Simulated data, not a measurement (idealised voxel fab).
Process module name: voxel self aligned vias
The cross-section on display is named cut; it measures 275 nm wide, and its cells are 5 nm squares.
Cross-section, as written here: a square-cell grid given band by band from the top down, where a band holds one or more rows of cells.
Basically the band line says how high the top is and how high the bottom is, in nm, and then what's in it from left to right, every material with its width in nm. Empty space shows up as "air", and if a single material carries "full width" it runs the full band edge to edge.
All heights in this document are referenced to 0, defined as the level beneath which the wafer, as received, consists entirely of one material. The lowest band is not bounded below; it extends indefinitely downward and is written in the form "0 -> down".
The notation "30..40" denotes a width that varies across the rows of cells in the band, beginning at the first number in the top row, finishing at the second number in the bottom row, and changing by an identical amount from each row to the next.
"all unchanged", as given for a step, is the statement that not any cell of the cross-section underwent a change during that step.
"Voids lacking openings" means: voids of 8 cells or more that are shut off from the top with no open way through. Written width x height at distance, distance from the left edge, in nm.
Read whatever lies past the settings on a step's line as the simulator's own remark about the step.
If you see "overlay nm" on a step's line and that step has a mask, it's telling you how far right of where it was planned the mask ended up; a negative number means it went left instead.
[Planned step list for the process]
step 1: RECEIVE: material Si
step 2: CONFORMAL_DEP: material SiO2, thk nm 15
step 3: CONFORMAL_DEP: material SiCN, thk nm 5
step 4: DIRECTIONAL_DEP: material SiO2, thk nm 30
step 5: DIRECTIONAL_DEP: material aC, thk nm 15
step 6: PATTERN: tone open, mask id LINES, material resist, width nm 20, pitch nm 65, thk nm 35, overlay nm 0
step 7: DIRECTIONAL_ETCH: etch materials aC, depth nm 15
step 8: STRIP: etch materials resist
step 9: DIRECTIONAL_ETCH: etch materials SiO2, depth nm 30
step 10: STRIP: etch materials aC
step 11: CONFORMAL_DEP: material TiN, thk nm 5
step 12: FILL_DEP: material W, thk nm 5
step 13: CMP: height nm 50
step 14: SELECTIVE_ETCH: etch materials W Ru TiN, depth nm 5
step 15: FILL_DEP: material SiN, thk nm 10
step 16: CMP: height nm 50
step 17: DIRECTIONAL_DEP: material SiO2, thk nm 15
step 18: DIRECTIONAL_DEP: material aC, thk nm 15
step 19: PATTERN: tone open, mask id VIAS, material resist, width nm 40, pitch nm 130, thk nm 35, overlay nm 0
step 20: DIRECTIONAL_ETCH: etch materials aC, depth nm 15
step 21: STRIP: etch materials resist
step 22: DIRECTIONAL_ETCH: etch materials SiO2, depth nm 15
step 23: DIRECTIONAL_ETCH: etch materials SiN, depth nm 5
step 24: STRIP: etch materials aC
step 25: CONFORMAL_DEP: material TiN, thk nm 5
step 26: FILL_DEP: material Cu, thk nm 5
step 27: CMP: height nm 65
step 28: CONFORMAL_DEP: material SiCN, thk nm 5
[as received, after step 1]
	0 -> down | Si full width
	Voids lacking openings: none
[Cross-section: first of two wafers, module finished, run according to plan]
	70 -> 65 | SiCN full width
	65 -> 55 | SiO2=50 | TiN=5 | Cu=30 | TiN=5 | SiO2=90 | TiN=5 | Cu=30 | TiN=5 | SiO2=55
	55 -> 50 | SiO2=50 | TiN=15 | Cu=10 | TiN=15 | SiO2=90 | TiN=15 | Cu=10 | TiN=15 | SiO2=55
	50 -> 45 | SiO2=60 | TiN=20 | SiO2=45 | SiN=20 | SiO2=45 | TiN=20 | SiO2=65
	45 -> 25 | SiO2=60 | TiN=5 | W=10 | TiN=5 | SiO2=45 | TiN=5 | W=10 | TiN=5 | SiO2=45 | TiN=5 | W=10 | TiN=5 | SiO2=65
	25 -> 20 | SiO2=60 | TiN=20 | SiO2=45 | TiN=20 | SiO2=45 | TiN=20 | SiO2=65
	20 -> 15 | SiCN full width
	15 -> 0 | SiO2 full width
	0 -> down | Si full width
	Voids lacking openings: none
[So this is wafer number two of the two, cut at the end of the module - it started where the first did and had the same plan, we just got one thing wrong running it]
	70 -> 65 | SiCN full width
	65 -> 55 | SiO2=50 | TiN=5 | Cu=30 | TiN=5 | SiO2=90 | TiN=5 | Cu=30 | TiN=5 | SiO2=55
	55 -> 50 | SiO2=50 | TiN=15 | Cu=10 | TiN=15 | SiO2=90 | TiN=15 | Cu=10 | TiN=15 | SiO2=55
	50 -> 45 | SiO2=60 | TiN=20 | SiO2=45 | SiN=20 | SiO2=45 | TiN=20 | SiO2=65
	45 -> 40 | SiO2=60 | TiN=5 | W=10 | TiN=5 | SiO2=45 | TiN=5 | W=10 | TiN=5 | SiO2=45 | TiN=5 | W=10 | TiN=5 | SiO2=65
	40 -> 35 | SiO2=60 | TiN=20 | SiO2=45 | TiN=20 | SiO2=45 | TiN=20 | SiO2=65
	35 -> 30 | SiCN full width
	30 -> 0 | SiO2 full width
	0 -> down | Si full width
	Voids lacking openings: none
Here's what went sideways: step 2 of the plan was performed twice
In the final state, the cell counts of the second wafer exceed or fall short of those of the first for the following materials: SiO2 +36; TiN -18; W -18
